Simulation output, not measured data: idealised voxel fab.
The document below concerns the process module designated voxel double patterning.
Pictured: cross-section cut, 215 nm wide, on a grid of 5 nm square cells.
Format of a cross-section: grid, square cells. Given as bands. Order: top down. Band: one or more rows of cells. Per band: top height and bottom height in nm, followed by the left-to-right materials and their widths in nm; "edge to edge" marks a single material spanning edge to edge, "empty" marks empty space. Beneath 0, the wafer as received is one material, and that level is where height counting begins. The lowest band goes on downward without a bottom; it is written like "from 0 down". Top row gets the first number, bottom row gets the second, and each row in between changes by the same step: that is how a band width like "30->40" works. What does "remains unaltered" mean for a step? It means no cell of the cross-section changed in that step. Basically, "Voids lacking openings" tells you about the enclosed voids: empty spaces with no open way to the top, 8 cells or bigger, each written width x height at distance, where distance is from the left edge, all in nm. On a step's line, text after the settings is the simulator commenting on that step. overlay nm: where the mask lay relative to plan, measured to the right, on steps with a mask; negatives go left.

Process steps (planned):
step 1: RECEIVE (material Si)
step 2: CONFORMAL_DEP (material SiO2; thk nm 5)
step 3: DIRECTIONAL_DEP (material W; thk nm 20)
step 4: DIRECTIONAL_DEP (material SiCN; thk nm 5)
step 5: DIRECTIONAL_DEP (material aC; thk nm 10)
step 6: PATTERN (tone open; mask id FIRST; material resist; width nm 15; pitch nm 50; thk nm 25; overlay nm 0)
step 7: DIRECTIONAL_ETCH (etch materials aC; depth nm 10)
step 8: STRIP (etch materials resist)
step 9: DIRECTIONAL_ETCH (etch materials SiCN; depth nm 5)
step 10: STRIP (etch materials aC)
step 11: MASKED_ETCH (tone open; mask id SECOND; width nm 15; pitch nm 50; etch materials SiCN; depth nm 5; overlay nm 0)
step 12: DIRECTIONAL_ETCH (etch materials W; depth nm 20)
step 13: STRIP (etch materials SiCN)

As-received wafer cross-section (after step 1):
- from 0 down  Si edge to edge
- Voids lacking openings: none

Sectioned view, first of two wafers, at the close of the module, processed as intended in the plan:
- from 25 to 5  W 50 nm  empty 15 nm  W 10 nm  empty 15 nm  W 10 nm  empty 15 nm  W 10 nm  empty 15 nm  W 10 nm  empty 15 nm  W 50 nm
- from 5 to 0  SiO2 edge to edge
- from 0 down  Si edge to edge
- Voids lacking openings: none

Second of two wafers, module complete, sectioned: it shares the first wafer's start and plan but was run with one mistake:
- from 25 to 5  W 45 nm  empty 25 nm  W 5 nm  empty 15 nm  W 5 nm  empty 25 nm  W 5 nm  empty 15 nm  W 5 nm  empty 25 nm  W 45 nm
- from 5 to 0  SiO2 edge to edge
- from 0 down  Si edge to edge
- Voids lacking openings: none
Against the plan, the run slipped here: not per plan at step 6, really ran PATTERN (tone open; mask id FIRST; material resist; width nm 25; pitch nm 50; thk nm 25; overlay nm 0)
Final wafer comparison in cells, second versus first, more or fewer per material: W: 24 fewer
